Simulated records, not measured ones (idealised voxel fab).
Process module, titled voxel plated lines
Square cells of 5 nm make up the cross-section cut, whose width is 140 nm.
Cross-sections here: square-cell grids, written as top-down lists of bands, a band being one or more rows of cells.
Read a band's entry like this: the first values are the height of its top and the height of its bottom in nm, and what follows is the sequence of materials from left to right, each with its width in nm. Note that "empty" is empty space, and that a single material marked "full width" reaches across the band from edge to edge.
Zero point of the height axis is 0; under it, received wafer = one material. Lowest band: continues down indefinitely, "0 and below".
A width such as "30 to 40" changes by the same amount from each row of cells to the next, from the band's top row to its bottom row.
No cell of the cross-section changed in a step that is given as "nothing different".
"Closed internal voids": sealed empty spaces, 8 cells or more, no open way to top, listed width x height at distance, with distance from the left edge and width, height and distance in nm.
Post-settings text on a step line: simulator's own remark regarding the step.
On any step carrying a mask, the "overlay nm" setting, if present on the step's line, tells how far right of its planned place the mask lay; negative values point to the left.

### Planned step list for the process
| 1 | RECEIVE (material Si) |
| 2 | CONFORMAL_DEP (material SiN; thk nm 5) |
| 3 | DIRECTIONAL_DEP (material TiN; thk nm 5) |
| 4 | PATTERN (tone open; mask id LINES; material resist; width nm 20; pitch nm 45; thk nm 20; overlay nm 0) |
| 5 | EPI (material Ru; thk nm 10) |
| 6 | STRIP (etch materials resist) |
| 7 | DIRECTIONAL_ETCH (etch materials TiN; depth nm 5) |
| 8 | CONFORMAL_DEP (material SiCN; thk nm 10) |

### Cross-sectional view of the wafer in its as-received condition, corresponding to the state after step 1
* 0 and below | Si full width
* Closed internal voids: none

### The first of two wafers, cross-sectioned at the end of the module, with the run proceeding as planned
* 30 down to 20 | 5 of empty / 40 of SiCN / 5 of empty / 40 of SiCN / 5 of empty / 40 of SiCN / 5 of empty
* 20 down to 15 | 5 of empty / 10 of SiCN / 20 of Ru / 10 of SiCN / 5 of empty / 10 of SiCN / 20 of Ru / 10 of SiCN / 5 of empty / 10 of SiCN / 20 of Ru / 10 of SiCN / 5 of empty
* 15 down to 10 | 15 of SiCN / 20 of Ru / 25 of SiCN / 20 of Ru / 25 of SiCN / 20 of Ru / 15 of SiCN
* 10 down to 5 | 15 of SiCN / 20 of TiN / 25 of SiCN / 20 of TiN / 25 of SiCN / 20 of TiN / 15 of SiCN
* 5 down to 0 | SiN full width
* 0 and below | Si full width
* Closed internal voids: none

### Cross-sectional view: second of two wafers, end of module; start and plan identical to the first, one mistake in running
* 20 down to 10 | SiCN full width
* 10 down to 5 | SiN full width
* 5 down to 0 | TiN full width
* 0 and below | Si full width
* Closed internal voids: none
Diagnosis: the processing plan was not followed for steps 2 and 3, which were run with their positions exchanged
The closing comparison, in cells, has the second wafer with more or fewer of some materials than the first: 24 fewer of Ru; 36 fewer of SiCN; 16 more of TiN
